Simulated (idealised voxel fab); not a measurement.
Title: Process Module voxel tone inversion
140 nm wide, 5 nm square cells: that's cross-section cut.
A cross-section in this document is a grid of square cells, and it is written down as bands, the top band listed before the ones below it; a band is made up of one or more rows of cells.
Within each band entry, the heights of the top and of the bottom of the band appear first, in that order and in nm; the materials of the band then follow from left to right, each with its corresponding width in nm. The designation "edge to edge" on a single material indicates that it fills the band from edge to edge; the designation "air" indicates empty space.
All heights in this document are referenced to 0, defined as the level beneath which the wafer, as received, consists entirely of one material. The lowest band is not bounded below; it extends indefinitely downward and is written in the form "0 down".
Think of "30..40" as a width that walks from the first number to the second as you go down the band, top row to bottom row, taking equal-sized steps from row to row.
For the purposes of this document, the phrase "left unchanged" attached to a step denotes that no cell within the cross-section was modified by that step.
You'll see "Completely enclosed voids" listing empty spaces that have no way open to the top, as long as they're 8 cells or more; the notation is width x height at distance, where the distance is from the left edge, and all of it is in nm.
Step line, after settings: the simulator's comment on this step.
You can add "overlay nm" to a step's line. For a step with a mask, it describes how far the mask lay to the right of its planned position, and a negative number describes a lay to the left.

THIS SECTION LISTS THE PROCESS STEPS THAT WERE PLANNED
1. RECEIVE, material Si
2. CONFORMAL_DEP, material SiCN, thk nm 10
3. DIRECTIONAL_DEP, material aC, thk nm 15
4. PATTERN, tone cover, mask id POSTS, material resist, width nm 15, pitch nm 30, thk nm 25, overlay nm 0
5. DIRECTIONAL_ETCH, etch materials aC, depth nm 15
6. STRIP, etch materials resist
7. FILL_DEP, material lowk, thk nm 10
8. CMP, height nm 25
9. STRIP, etch materials aC

BELOW: THE FIRST OF TWO WAFERS, RUN AS PLANNED

SHOWN IN CROSS-SECTION IS THE WAFER AS RECEIVED, THAT IS, AS IT STANDS AFTER STEP 1
	0 down: Si edge to edge
	Completely enclosed voids: none

STATE OF THE WAFER AFTER STEP 2, SHOWN IN CROSS-SECTION
	10 to 0: SiCN edge to edge
	Note: structure below 0 unchanged.

STATE OF THE WAFER AFTER STEP 3, SHOWN IN CROSS-SECTION
	25 to 10: aC edge to edge
	Note: structure below 10 unchanged.

STATE OF THE WAFER AFTER STEP 4, SHOWN IN CROSS-SECTION
	50 to 25: air (45) | resist (15) | air (15) | resist (15) | air (50)
	Note: structure below 25 unchanged.

STATE OF THE WAFER AFTER STEP 5, SHOWN IN CROSS-SECTION
	35 to 25: air (45) | resist (15) | air (15) | resist (15) | air (50)
	25 to 10: air (45) | aC (15) | air (15) | aC (15) | air (50)
	Note: structure below 10 unchanged.

STATE OF THE WAFER AFTER STEP 6, SHOWN IN CROSS-SECTION
	25 to 10: air (45) | aC (15) | air (15) | aC (15) | air (50)
	Note: structure below 10 unchanged.

STATE OF THE WAFER AFTER STEP 7, SHOWN IN CROSS-SECTION
	35 to 25: lowk edge to edge
	25 to 10: lowk (45) | aC (15) | lowk (15) | aC (15) | lowk (50)
	Note: structure below 10 unchanged.

STATE OF THE WAFER AFTER STEP 8, SHOWN IN CROSS-SECTION
	25 to 10: lowk (45) | aC (15) | lowk (15) | aC (15) | lowk (50)
	Note: structure below 10 unchanged.

STATE OF THE WAFER AFTER STEP 9, SHOWN IN CROSS-SECTION
	25 to 10: lowk (45) | air (15) | lowk (15) | air (15) | lowk (50)
	Note: structure below 10 unchanged.

SECOND WAFER - SHARED START AND PLAN WITH THE FIRST - ONE ERROR IN RUNNING - SAME AS THE FIRST UP TO STEP 1 INCLUSIVE

SECOND WAFER: CROSS-SECTION AT THE SCHEDULED END OF STEP 2
	15 to 0: aC edge to edge
	Note: structure below 0 unchanged.

SECOND WAFER: CROSS-SECTION AT THE SCHEDULED END OF STEP 3
	25 to 15: SiCN edge to edge
	Note: structure below 15 unchanged.

SECOND WAFER: CROSS-SECTION AT THE SCHEDULED END OF STEP 4
	50 to 25: air (45) | resist (15) | air (15) | resist (15) | air (50)
	Note: structure below 25 unchanged.

SECOND WAFER: CROSS-SECTION AT THE SCHEDULED END OF STEP 5
	35 to 25: air (45) | resist (15) | air (15) | resist (15) | air (50)
	Note: structure below 25 unchanged.

SECOND WAFER: CROSS-SECTION AT THE SCHEDULED END OF STEP 6
	25 to 15: SiCN edge to edge
	Note: structure below 15 unchanged.

SECOND WAFER: CROSS-SECTION AT THE SCHEDULED END OF STEP 7
	35 to 25: lowk edge to edge
	Note: structure below 25 unchanged.

SECOND WAFER: CROSS-SECTION AT THE SCHEDULED END OF STEP 8
	25 to 15: SiCN edge to edge
	Note: structure below 15 unchanged.

Second wafer: cross-section at the scheduled end of step 9: left unchanged
Short version of what went wrong: note: step 2 <-> step 3, run order reversed vs plan
At the finish, the second wafer shows more or fewer cells for some materials than the first does: 84 more of aC | 66 fewer of lowk
